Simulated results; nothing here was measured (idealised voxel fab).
process module | voxel wiring stack
cross-section cut | 255 nm wide | cells 5 nm
A cross-section is a grid of square cells, given in bands from the top down. A band is one or more rows of cells.
Each band's line starts with the height of the band's top and of its bottom, in nm. Then come its materials from left to right, each with its width in nm. One material with "throughout" fills the band from edge to edge. "air" is empty space.
Height 0 is the level under which the wafer as received is all one material. The lowest band goes on downwards, as in "0 down".
A width such as "30 to 40" changes by the same amount from each row of cells to the next, from the band's top row to its bottom row.
"no change" after a step means that no cell of the cross-section changed.
closed voids: empty space of 8 cells or more with no open way to the top, each as width x height at its distance from the left edge, in nm
after a step's settings: what the simulator itself notes on the step
overlay nm, on a step with a mask: how far to the right of its planned place the mask lay; to the left if negative
plan
1 op RECEIVE | material Si
2 op CONFORMAL_DEP | material SiO2 | thk nm 10
3 op DIRECTIONAL_DEP | material TiN | thk nm 5
4 op DIRECTIONAL_DEP | material Ru | thk nm 25
5 op PATTERN | tone cover | mask id METAL_1 | material resist | width nm 25 | pitch nm 55 | thk nm 15 | overlay nm 0
6 op DIRECTIONAL_ETCH | etch materials Ru | depth nm 25
7 op DIRECTIONAL_ETCH | etch materials TiN | depth nm 5
8 op STRIP | etch materials resist
9 op FILL_DEP | material SiO2 | thk nm 5
10 op CMP | height nm 40
11 op CONFORMAL_DEP | material SiCN | thk nm 5
12 op DIRECTIONAL_DEP | material lowk | thk nm 20
13 op MASKED_ETCH | tone open | mask id PLUG_1 | width nm 15 | pitch nm 55 | etch materials lowk | depth nm 20 | overlay nm 0
14 op MASKED_ETCH | tone open | mask id PLUG_1 | width nm 15 | pitch nm 55 | etch materials SiCN | depth nm 5 | overlay nm 0
15 op CONFORMAL_DEP | material TiN | thk nm 5
16 op FILL_DEP | material W | thk nm 5
17 op CMP | height nm 65
18 op CONFORMAL_DEP | material SiN | thk nm 5
19 op DIRECTIONAL_DEP | material lowk | thk nm 20
20 op MASKED_ETCH | tone open | mask id METAL_2 | width nm 25 | pitch nm 55 | etch materials lowk | depth nm 20 | overlay nm 0
21 op MASKED_ETCH | tone open | mask id METAL_2 | width nm 25 | pitch nm 55 | etch materials SiN | depth nm 5 | overlay nm 0
22 op CONFORMAL_DEP | material TiN | thk nm 5
23 op FILL_DEP | material Cu | thk nm 10
24 op CMP | height nm 90
25 op CONFORMAL_DEP | material SiCN | thk nm 5
as received, after step 1
  0 down: Si throughout
  closed voids: none
a wafer at the end: this start, this plan, one mistake
  95 to 90: SiCN throughout
  90 to 70: lowk 30 | TiN 5 | Cu 15 | TiN 5 | lowk 30 | TiN 5 | Cu 15 | TiN 5 | lowk 30 | TiN 5 | Cu 15 | TiN 5 | lowk 30 | TiN 5 | Cu 15 | TiN 5 | lowk 35
  70 to 65: SiN 30 | TiN 25 | SiN 30 | TiN 25 | SiN 30 | TiN 25 | SiN 30 | TiN 25 | SiN 35
  65 to 50: W 25 | TiN 5 | lowk 15 | TiN 5 | W 30 | TiN 5 | lowk 15 | TiN 5 | W 30 | TiN 5 | lowk 15 | TiN 5 | W 30 | TiN 5 | lowk 15 | TiN 5 | W 40
  50 to 45: TiN 30 | lowk 15 | TiN 40 | lowk 15 | TiN 40 | lowk 15 | TiN 40 | lowk 15 | TiN 45
  45 to 40: SiCN throughout
  40 to 15: SiO2 30 | Ru 25 | SiO2 30 | Ru 25 | SiO2 30 | Ru 25 | SiO2 30 | Ru 25 | SiO2 35
  15 to 10: SiO2 30 | TiN 25 | SiO2 30 | TiN 25 | SiO2 30 | TiN 25 | SiO2 30 | TiN 25 | SiO2 35
  10 to 0: SiO2 throughout
  0 down: Si throughout
  closed voids: none
what went wrong: step 13 ran as: op MASKED_ETCH | tone cover | mask id PLUG_1 | width nm 15 | pitch nm 55 | etch materials lowk | depth nm 20 | overlay nm 0
